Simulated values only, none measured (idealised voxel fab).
process module | voxel capacitor over wiring
cross-section cut | 235 nm wide | cells 5 nm
A cross-section is a grid of square cells, given in bands from the top down. A band is one or more rows of cells.
Each band's line starts with the height of the band's top and of its bottom, in nm. Then come its materials from left to right, each with its width in nm. One material with "throughout" fills the band from edge to edge. "air" is empty space.
Height 0 is the level under which the wafer as received is all one material. The lowest band goes on downwards, as in "0 down".
A width such as "30 to 40" changes by the same amount from each row of cells to the next, from the band's top row to its bottom row.
"no change" after a step means that no cell of the cross-section changed.
closed voids: empty space of 8 cells or more with no open way to the top, each as width x height at its distance from the left edge, in nm
after a step's settings: what the simulator itself notes on the step
overlay nm, on a step with a mask: how far to the right of its planned place the mask lay; to the left if negative
plan
1 op RECEIVE | material Si
2 op CONFORMAL_DEP | material SiO2 | thk nm 15
3 op DIRECTIONAL_DEP | material TiN | thk nm 5
4 op DIRECTIONAL_DEP | material Ru | thk nm 20
5 op DIRECTIONAL_DEP | material aC | thk nm 10
6 op PATTERN | tone cover | mask id METAL_1 | material resist | width nm 15 | pitch nm 90 | thk nm 30 | overlay nm 0
7 op DIRECTIONAL_ETCH | etch materials aC | depth nm 10
8 op STRIP | etch materials resist
9 op DIRECTIONAL_ETCH | etch materials Ru | depth nm 20
10 op DIRECTIONAL_ETCH | etch materials TiN | depth nm 5
11 op STRIP | etch materials aC
12 op FILL_DEP | material SiO2 | thk nm 10
13 op CMP | height nm 40
14 op CONFORMAL_DEP | material SiCN | thk nm 5
15 op DIRECTIONAL_DEP | material lowk | thk nm 15
16 op MASKED_ETCH | tone open | mask id PLUG_1 | width nm 15 | etch materials lowk | depth nm 15 | overlay nm 0
17 op MASKED_ETCH | tone open | mask id PLUG_1 | width nm 15 | etch materials SiCN | depth nm 5 | overlay nm 0
18 op CONFORMAL_DEP | material TiN | thk nm 5
19 op FILL_DEP | material Ru | thk nm 10
20 op CMP | height nm 60
21 op DIRECTIONAL_DEP | material TiN | thk nm 10
22 op DIRECTIONAL_DEP | material Al2O3 | thk nm 5
23 op DIRECTIONAL_DEP | material TiN | thk nm 5
24 op PATTERN | tone cover | mask id UPPER_PLATE | material resist | width nm 75 | thk nm 20 | overlay nm 0
25 op DIRECTIONAL_ETCH | etch materials TiN | depth nm 5
26 op DIRECTIONAL_ETCH | etch materials Al2O3 | depth nm 5
27 op STRIP | etch materials resist
28 op PATTERN | tone cover | mask id LOWER_PLATE | material resist | width nm 85 | thk nm 15 | overlay nm 0
29 op DIRECTIONAL_ETCH | etch materials TiN | depth nm 10
30 op STRIP | etch materials resist
31 op FILL_DEP | material SiO2 | thk nm 15
32 op CMP | height nm 90
33 op MASKED_ETCH | tone open | mask id PLUG_2 | width nm 15 | etch materials SiO2 | depth nm 10 | overlay nm 0
34 op CONFORMAL_DEP | material TiN | thk nm 5
35 op FILL_DEP | material Ru | thk nm 10
36 op CMP | height nm 90
37 op CONFORMAL_DEP | material SiN | thk nm 5
varied across the wafers: width nm of step 6. The plan shows the first wafer's value. All wafers start alike
first wafer as received, after step 1
  0 down: Si throughout
  closed voids: none
each wafer at the end: cells of each material gained (+) or lost (-) since it was received, then its closed voids
width nm 15 | +15 Al2O3 | +28 Ru | +44 SiCN | +47 SiN | +558 SiO2 | +69 TiN | +132 lowk | closed voids: none
width nm 20 | +15 Al2O3 | +36 Ru | +44 SiCN | +47 SiN | +548 SiO2 | +71 TiN | +132 lowk | closed voids: none
width nm 25 | +15 Al2O3 | +44 Ru | +44 SiCN | +47 SiN | +538 SiO2 | +73 TiN | +132 lowk | closed voids: none
width nm 30 | +15 Al2O3 | +52 Ru | +44 SiCN | +47 SiN | +528 SiO2 | +75 TiN | +132 lowk | closed voids: none
width nm 35 | +15 Al2O3 | +60 Ru | +44 SiCN | +47 SiN | +518 SiO2 | +77 TiN | +132 lowk | closed voids: none
